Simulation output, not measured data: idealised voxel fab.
The process module that follows is named voxel air gaps.
Square cells of 5 nm make up the cross-section cut, whose width is 280 nm.
A cross-section in this document is a grid of square cells, and it is written down as bands, the top band listed before the ones below it; a band is made up of one or more rows of cells.
A band entry consists of two parts. The first gives the height of the band's top and the height of its bottom, in nm. The rest lists the band's materials from left to right, each with its width in nm. A single material labelled with the word "throughout" fills the band from edge to edge, and the word "empty" marks empty space.
Height datum 0, below which the as-received substrate wafer is one material. Lowest band open at the bottom, running downward: "z 0 and below".
The notation "30->40" denotes a width that varies across the rows of cells in the band, beginning at the first number in the top row, finishing at the second number in the bottom row, and changing by an identical amount from each row to the next.
Basically "nothing altered" means that step didn't change any cell in the cross-section.
"Encapsulated voids" lists enclosed empty spaces (at least 8 cells, no open path upward to the top), each as width x height at distance from the left edge, in nm.
Text after the settings on a step's line: the simulator's own remark on that step.
The optional step-line setting "overlay nm" applies to steps with a mask and quantifies how far to the right of its planned location the mask lay, a negative value indicating leftward placement.
Intended process steps:
1) RECEIVE with material Si
2) CONFORMAL_DEP with material SiO2, thk nm 10
3) CONFORMAL_DEP with material SiCN, thk nm 5
4) DIRECTIONAL_DEP with material SiO2, thk nm 35
5) MASKED_ETCH with tone open, mask id LINES, width nm 15, pitch nm 50, etch materials SiO2, depth nm 35, overlay nm 0
6) CONFORMAL_DEP with material TiN, thk nm 5
7) FILL_DEP with material Cu, thk nm 10
8) CMP with height nm 50
9) EPI with material Ru, thk nm 10
10) SELECTIVE_ETCH with etch materials SiO2, depth nm 45
11) CONFORMAL_DEP with material SiCN, thk nm 5
Where the wafers of this document differ is in the width nm of step 5; they start out the same, and the plan states the value that applied to the first wafer.
Here's the first of the wafers in cross-section, just as we got it, i.e. after step 1:
z 0 and below: Si throughout
Encapsulated voids: none
Module end state after final step 11: cross-section of the first of several wafers:
z 65 to 60: 40 empty, then 45 SiCN, then 5 empty, then 45 SiCN, then 5 empty, then 45 SiCN, then 5 empty, then 45 SiCN, then 45 empty
z 60 to 50: 40 empty, then 5 SiCN, then 35 Ru, then 5 SiCN, then 5 empty, then 5 SiCN, then 35 Ru, then 5 SiCN, then 5 empty, then 5 SiCN, then 35 Ru, then 5 SiCN, then 5 empty, then 5 SiCN, then 35 Ru, then 5 SiCN, then 45 empty
z 50 to 45: 40 empty, then 15 SiCN, then 5 TiN, then 5 Cu, then 5 TiN, then 15 SiCN, then 5 empty, then 15 SiCN, then 5 TiN, then 5 Cu, then 5 TiN, then 15 SiCN, then 5 empty, then 15 SiCN, then 5 TiN, then 5 Cu, then 5 TiN, then 15 SiCN, then 5 empty, then 15 SiCN, then 5 TiN, then 5 Cu, then 5 TiN, then 15 SiCN, then 45 empty
z 45 to 20: 50 empty, then 5 SiCN, then 5 TiN, then 5 Cu, then 5 TiN, then 5 SiCN, then 25 empty, then 5 SiCN, then 5 TiN, then 5 Cu, then 5 TiN, then 5 SiCN, then 25 empty, then 5 SiCN, then 5 TiN, then 5 Cu, then 5 TiN, then 5 SiCN, then 25 empty, then 5 SiCN, then 5 TiN, then 5 Cu, then 5 TiN, then 5 SiCN, then 55 empty
z 20 to 15: 55 SiCN, then 15 TiN, then 35 SiCN, then 15 TiN, then 35 SiCN, then 15 TiN, then 35 SiCN, then 15 TiN, then 60 SiCN
z 15 to 10: SiCN throughout
z 10 to 0: SiO2 throughout
z 0 and below: Si throughout
Encapsulated voids: none
Of the several wafers, the last: cross-section at the end of the module:
z 65 to 60: 30 empty, then 215 SiCN, then 35 empty
z 60 to 50: 30 empty, then 5 SiCN, then 205 Ru, then 5 SiCN, then 35 empty
z 50 to 45: 30 empty, then 15 SiCN, then 5 TiN, then 25 Cu, then 5 TiN, then 15 SiO2, then 5 TiN, then 25 Cu, then 5 TiN, then 15 SiO2, then 5 TiN, then 25 Cu, then 5 TiN, then 15 SiO2, then 5 TiN, then 25 Cu, then 5 TiN, then 15 SiCN, then 35 empty
z 45 to 20: 40 empty, then 5 SiCN, then 5 TiN, then 25 Cu, then 5 TiN, then 15 SiO2, then 5 TiN, then 25 Cu, then 5 TiN, then 15 SiO2, then 5 TiN, then 25 Cu, then 5 TiN, then 15 SiO2, then 5 TiN, then 25 Cu, then 5 TiN, then 5 SiCN, then 45 empty
z 20 to 15: 45 SiCN, then 35 TiN, then 15 SiO2, then 35 TiN, then 15 SiO2, then 35 TiN, then 15 SiO2, then 35 TiN, then 50 SiCN
z 15 to 10: SiCN throughout
z 10 to 0: SiO2 throughout
z 0 and below: Si throughout
Encapsulated voids: none
So in this table every wafer gets its own row, and what you see is where it stands at the end of the module: for each material, how many cells it picked up (+) or gave up (-) since we received it, and after that its closed voids:
width nm 15; +24 Cu; +56 Ru; +216 SiCN; +112 SiO2; +60 TiN; Encapsulated voids: none
width nm 20; +48 Cu; +64 Ru; +216 SiCN; +112 SiO2; +64 TiN; Encapsulated voids: 20 x 25 at 80; 20 x 25 at 130; 20 x 25 at 180
width nm 25; +72 Cu; +72 Ru; +204 SiCN; +112 SiO2; +68 TiN; Encapsulated voids: 15 x 25 at 80; 15 x 25 at 130; 15 x 25 at 180
width nm 30; +96 Cu; +80 Ru; +138 SiCN; +196 SiO2; +72 TiN; Encapsulated voids: none
width nm 35; +120 Cu; +82 Ru; +138 SiCN; +175 SiO2; +76 TiN; Encapsulated voids: none
